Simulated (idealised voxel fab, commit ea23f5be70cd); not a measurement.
voxel transistor to metal: a process module
The figure presents cross-section cut, which has a width of 195 nm and is divided into square cells with an edge length of 5 nm.
Each cross-section below is a grid of square cells, stated as bands in top-down order, with one or more rows of cells making up each band. Basically the band line says how high the top is and how high the bottom is, in nm, and then what's in it from left to right, every material with its width in nm. Empty space shows up as "air", and if a single material carries "throughout" it runs the full band edge to edge. Heights from 0 (as-received wafer is one material below). Bottom band endless downward, as "0 and below". Graded width ("30..40"): value in top row of band = first number; value in bottom row = second number; row-to-row change constant. You'll sometimes find "nothing altered" written for a step, and that's the way of saying that nowhere in the cross-section did a cell change during that step. "Sealed internal cavities" - sealed voids, min. 8 cells, no opening to top; format: width x height at distance (distance from left edge; nm throughout). It should be noted that, on the line of a given step, the content following the step's settings is a remark produced by the simulator itself with respect to that step. You can add "overlay nm" to a step's line. For a step with a mask, it describes how far the mask lay to the right of its planned position, and a negative number describes a lay to the left.

### Steps in the process plan
- 1: op RECEIVE | material Si
- 2: op OXIDIZE | depth nm 5
- 3: op CONFORMAL_DEP | material SiN | thk nm 15
- 4: op MASKED_ETCH | tone cover | mask id ACTIVE | width nm 105 | etch materials SiN | depth nm 15 | overlay nm 0
- 5: op MASKED_ETCH | tone cover | mask id ACTIVE | width nm 105 | etch materials SiO2 | depth nm 5 | overlay nm 0
- 6: op MASKED_ETCH | tone cover | mask id ACTIVE | width nm 105 | etch materials Si | depth nm 20 | overlay nm 0
- 7: op FILL_DEP | material SiO2 | thk nm 5
- 8: op CMP | height nm 15
- 9: op SELECTIVE_ETCH | etch materials SiO2 | depth nm 5
- 10: op STRIP | etch materials SiN
- 11: op SELECTIVE_ETCH | etch materials SiO2 | depth nm 5
- 12: op OXIDIZE | depth nm 5
- 13: op DIRECTIONAL_DEP | material polySi | thk nm 25
- 14: op DIRECTIONAL_DEP | material SiCN | thk nm 10
- 15: op DIRECTIONAL_DEP | material aC | thk nm 15
- 16: op PATTERN | tone cover | mask id GATE | material resist | width nm 35 | thk nm 30 | overlay nm 0
- 17: op DIRECTIONAL_ETCH | etch materials aC | depth nm 15
- 18: op STRIP | etch materials resist
- 19: op DIRECTIONAL_ETCH | etch materials SiCN | depth nm 20
- 20: op DIRECTIONAL_ETCH | etch materials polySi | depth nm 35
- 21: op STRIP | etch materials aC
- 22: op CONFORMAL_DEP | material SiN | thk nm 5
- 23: op DIRECTIONAL_ETCH | etch materials SiN | depth nm 5
- 24: op DIRECTIONAL_ETCH | etch materials SiO2 | depth nm 5
- 25: op DIRECTIONAL_ETCH | etch materials Si | depth nm 5
- 26: op EPI | material pSi | thk nm 5
- 27: op FILL_DEP | material SiO2 | thk nm 5
- 28: op CMP | height nm 20
- 29: op STRIP | etch materials polySi
- 30: op SELECTIVE_ETCH | etch materials SiO2 | depth nm 5
- 31: op CONFORMAL_DEP | material HfO2 | thk nm 5
- 32: op CONFORMAL_DEP | material TiN | thk nm 5
- 33: op FILL_DEP | material W | thk nm 5
- 34: op CMP | height nm 15
- 35: op DIRECTIONAL_DEP | material SiO2 | thk nm 10
- 36: op PATTERN | tone open | mask id CONTACT | material resist | width nm 15 | pitch nm 80 | thk nm 20 | overlay nm 0
- 37: op DIRECTIONAL_ETCH | etch materials SiO2 | depth nm 35
- 38: op STRIP | etch materials resist
- 39: op CONFORMAL_DEP | material TiN | thk nm 5
- 40: op FILL_DEP | material Ru | thk nm 10
- 41: op CMP | height nm 25
- 42: op DIRECTIONAL_DEP | material TiN | thk nm 5
- 43: op DIRECTIONAL_DEP | material Ru | thk nm 25
- 44: op MASKED_ETCH | tone cover | mask id METAL_1 | width nm 15 | pitch nm 80 | etch materials Ru | depth nm 25 | overlay nm 0
- 45: op MASKED_ETCH | tone cover | mask id METAL_1 | width nm 15 | pitch nm 80 | etch materials TiN | depth nm 5 | overlay nm 0
- 46: op FILL_DEP | material SiO2 | thk nm 5
- 47: op CMP | height nm 55
- 48: op CONFORMAL_DEP | material SiN | thk nm 5

### Shown in cross-section is the wafer as received, that is, as it stands after step 1
  0 and below | Si throughout
  Sealed internal cavities: none

### End-of-module XS, first of two wafers, run as planned
  60 down to 55 | SiN throughout
  55 down to 30 | 50 nm SiO2; 15 nm Ru; 65 nm SiO2; 15 nm Ru; 50 nm SiO2
  30 down to 25 | 50 nm SiO2; 15 nm TiN; 65 nm SiO2; 15 nm TiN; 50 nm SiO2
  25 down to 15 | 50 nm SiO2; 5 nm TiN; 5 nm Ru; 5 nm TiN; 65 nm SiO2; 5 nm TiN; 5 nm Ru; 5 nm TiN; 50 nm SiO2
  15 down to 5 | 50 nm SiO2; 5 nm TiN; 5 nm Ru; 5 nm TiN; 10 nm SiO2; 5 nm SiN; 5 nm HfO2; 5 nm TiN; 15 nm W; 5 nm TiN; 5 nm HfO2; 5 nm SiN; 10 nm SiO2; 5 nm TiN; 5 nm Ru; 5 nm TiN; 50 nm SiO2
  5 down to 0 | 40 nm SiO2; 5 nm SiN; 5 nm SiO2; 5 nm TiN; 5 nm Ru; 5 nm TiN; 10 nm SiO2; 5 nm SiN; 5 nm HfO2; 5 nm TiN; 15 nm W; 5 nm TiN; 5 nm HfO2; 5 nm SiN; 10 nm SiO2; 5 nm TiN; 5 nm Ru; 5 nm TiN; 5 nm SiO2; 5 nm SiN; 40 nm SiO2
  0 down to -5 | 40 nm SiO2; 5 nm SiN; 5 nm SiO2; 5 nm TiN; 5 nm Ru; 5 nm TiN; 10 nm SiO2; 5 nm SiN; 5 nm HfO2; 25 nm TiN; 5 nm HfO2; 5 nm SiN; 10 nm SiO2; 5 nm TiN; 5 nm Ru; 5 nm TiN; 5 nm SiO2; 5 nm SiN; 40 nm SiO2
  -5 down to -10 | 50 nm SiO2; 15 nm TiN; 5 nm SiO2; 5 nm pSi; 45 nm HfO2; 5 nm pSi; 5 nm SiO2; 15 nm TiN; 50 nm SiO2
  -10 down to -15 | 45 nm SiO2; 30 nm pSi; 45 nm Si; 30 nm pSi; 45 nm SiO2
  -15 down to -25 | 45 nm SiO2; 105 nm Si; 45 nm SiO2
  -25 and below | Si throughout
  Sealed internal cavities: none

### The second wafer, shown in cross-section after the module: started the same way as the first and given the same plan, yet one mistake crept into how it was run
  60 down to 55 | SiN throughout
  55 down to 30 | 50 nm SiO2; 15 nm Ru; 65 nm SiO2; 15 nm Ru; 50 nm SiO2
  30 down to 25 | 50 nm SiO2; 15 nm TiN; 65 nm SiO2; 15 nm TiN; 50 nm SiO2
  25 down to 15 | 50 nm SiO2; 5 nm TiN; 5 nm Ru; 5 nm TiN; 65 nm SiO2; 5 nm TiN; 5 nm Ru; 5 nm TiN; 50 nm SiO2
  15 down to 5 | 50 nm SiO2; 5 nm TiN; 5 nm Ru; 5 nm TiN; 10 nm SiO2; 5 nm SiN; 5 nm HfO2; 5 nm TiN; 15 nm W; 5 nm TiN; 5 nm HfO2; 5 nm SiN; 10 nm SiO2; 5 nm TiN; 5 nm Ru; 5 nm TiN; 50 nm SiO2
  5 down to 0 | 45 nm SiO2; 5 nm SiN; 15 nm TiN; 10 nm SiO2; 5 nm SiN; 5 nm HfO2; 25 nm TiN; 5 nm HfO2; 5 nm SiN; 10 nm SiO2; 15 nm TiN; 5 nm SiN; 45 nm SiO2
  0 down to -5 | 50 nm SiO2; 5 nm pSi; 10 nm TiN; 5 nm SiO2; 5 nm pSi; 45 nm HfO2; 5 nm pSi; 5 nm SiO2; 10 nm TiN; 5 nm pSi; 50 nm SiO2
  -5 down to -10 | 45 nm SiO2; 5 nm Si; 25 nm pSi; 45 nm Si; 25 nm pSi; 5 nm Si; 45 nm SiO2
  -10 down to -25 | 45 nm SiO2; 105 nm Si; 45 nm SiO2
  -25 and below | Si throughout
  Sealed internal cavities: none
Run error: mixed up steps 10 and 11 - ran each in the other's place
Wafer comparison, final, in cells, second relative to first, materials more or fewer: 2 fewer of HfO2, 4 fewer of Ru, 23 more of Si, 4 fewer of SiN, 4 fewer of SiO2, 6 fewer of TiN, 3 fewer of W
